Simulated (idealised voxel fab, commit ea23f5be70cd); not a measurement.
Title: Process Module voxel air gaps
The cross-section shown here is cut; it is 260 nm wide and divided into square cells measuring 5 nm on a side.
A cross-section in this document is a grid of square cells, and it is written down as bands, the top band listed before the ones below it; a band is made up of one or more rows of cells.
Top, bottom (nm), then materials left to right with widths (nm); lone material tagged "throughout" fills the whole band edge to edge; "blank" = empty space.
It should be noted that heights are counted from 0, beneath which the wafer as supplied is of one material throughout, and that the lowest band possesses no lower boundary but continues downward, as written in "0 nm and below".
A width such as "30..40" changes by the same amount from each row of cells to the next, from the band's top row to its bottom row.
Basically "no alteration" means that step didn't change any cell in the cross-section.
"Sealed-off cavities" - sealed voids, min. 8 cells, no opening to top; format: width x height at distance (distance from left edge; nm throughout).
On each step's line, the part that comes after the settings is the simulator's own comment on the step.
overlay nm: mask right of planned place by this much (step with mask). Neg. = left.

**Process steps (planned)**
| 1 | RECEIVE [material Si] |
| 2 | CONFORMAL_DEP [material SiO2] [thk nm 10] |
| 3 | CONFORMAL_DEP [material SiCN] [thk nm 5] |
| 4 | DIRECTIONAL_DEP [material lowk] [thk nm 35] |
| 5 | DIRECTIONAL_DEP [material aC] [thk nm 10] |
| 6 | PATTERN [tone open] [mask id LINES] [material resist] [width nm 25] [pitch nm 55] [thk nm 30] [overlay nm 0] |
| 7 | DIRECTIONAL_ETCH [etch materials aC] [depth nm 10] |
| 8 | STRIP [etch materials resist] |
| 9 | DIRECTIONAL_ETCH [etch materials lowk] [depth nm 35] |
| 10 | STRIP [etch materials aC] |
| 11 | CONFORMAL_DEP [material TiN] [thk nm 5] |
| 12 | FILL_DEP [material Ru] [thk nm 10] |
| 13 | CMP [height nm 50] |
| 14 | EPI [material Ru] [thk nm 10] |
| 15 | SELECTIVE_ETCH [etch materials lowk] [depth nm 45] |
| 16 | CONFORMAL_DEP [material SiCN] [thk nm 5] |

**Cross-section of the wafer at receipt, which is the condition after step 1**
  0 nm and below: Si throughout
  Sealed-off cavities: none

**Sectioned view, first of two wafers, at the close of the module, processed as intended in the plan**
  65 nm to 60 nm: blank 20  SiCN 220  blank 20
  60 nm to 50 nm: blank 20  SiCN 5  Ru 45  SiCN 10  Ru 45  SiCN 10  Ru 45  SiCN 10  Ru 45  SiCN 5  blank 20
  50 nm to 45 nm: blank 20  SiCN 15  TiN 5  Ru 15  TiN 5  SiCN 30  TiN 5  Ru 15  TiN 5  SiCN 30  TiN 5  Ru 15  TiN 5  SiCN 30  TiN 5  Ru 15  TiN 5  SiCN 15  blank 20
  45 nm to 20 nm: blank 30  SiCN 5  TiN 5  Ru 15  TiN 5  SiCN 5  blank 20  SiCN 5  TiN 5  Ru 15  TiN 5  SiCN 5  blank 20  SiCN 5  TiN 5  Ru 15  TiN 5  SiCN 5  blank 20  SiCN 5  TiN 5  Ru 15  TiN 5  SiCN 5  blank 30
  20 nm to 15 nm: SiCN 35  TiN 25  SiCN 30  TiN 25  SiCN 30  TiN 25  SiCN 30  TiN 25  SiCN 35
  15 nm to 10 nm: SiCN throughout
  10 nm to 0 nm: SiO2 throughout
  0 nm and below: Si throughout
  Sealed-off cavities: 20 x 25 at 65; 20 x 25 at 120; 20 x 25 at 175

**Here's the second of our two wafers sectioned at module end. Same start as the first, same plan, but one mistake got made running it**
  65 nm to 60 nm: SiCN throughout
  60 nm to 50 nm: Ru 45  SiCN 5  Ru 50  SiCN 5  Ru 50  SiCN 5  Ru 50  SiCN 5  Ru 45
  50 nm to 45 nm: Ru 30  TiN 5  SiCN 25  TiN 5  Ru 20  TiN 5  SiCN 25  TiN 5  Ru 20  TiN 5  SiCN 25  TiN 5  Ru 20  TiN 5  SiCN 25  TiN 5  Ru 30
  45 nm to 20 nm: Ru 30  TiN 5  SiCN 5  blank 15  SiCN 5  TiN 5  Ru 20  TiN 5  SiCN 5  blank 15  SiCN 5  TiN 5  Ru 20  TiN 5  SiCN 5  blank 15  SiCN 5  TiN 5  Ru 20  TiN 5  SiCN 5  blank 15  SiCN 5  TiN 5  Ru 30
  20 nm to 15 nm: TiN 35  SiCN 25  TiN 30  SiCN 25  TiN 30  SiCN 25  TiN 30  SiCN 25  TiN 35
  15 nm to 10 nm: SiCN throughout
  10 nm to 0 nm: SiO2 throughout
  0 nm and below: Si throughout
  Sealed-off cavities: 15 x 25 at 40; 15 x 25 at 95; 15 x 25 at 150; 15 x 25 at 205
Here's what went sideways: step 6 deviated from plan and actually ran as PATTERN [tone cover] [mask id LINES] [material resist] [width nm 25] [pitch nm 55] [thk nm 30] [overlay nm 0]
Wafer comparison, final, in cells, second relative to first, materials more or fewer: 96 more of Ru, 16 fewer of SiCN, 12 more of TiN
Final closed voids: first wafer 3, second wafer 4.
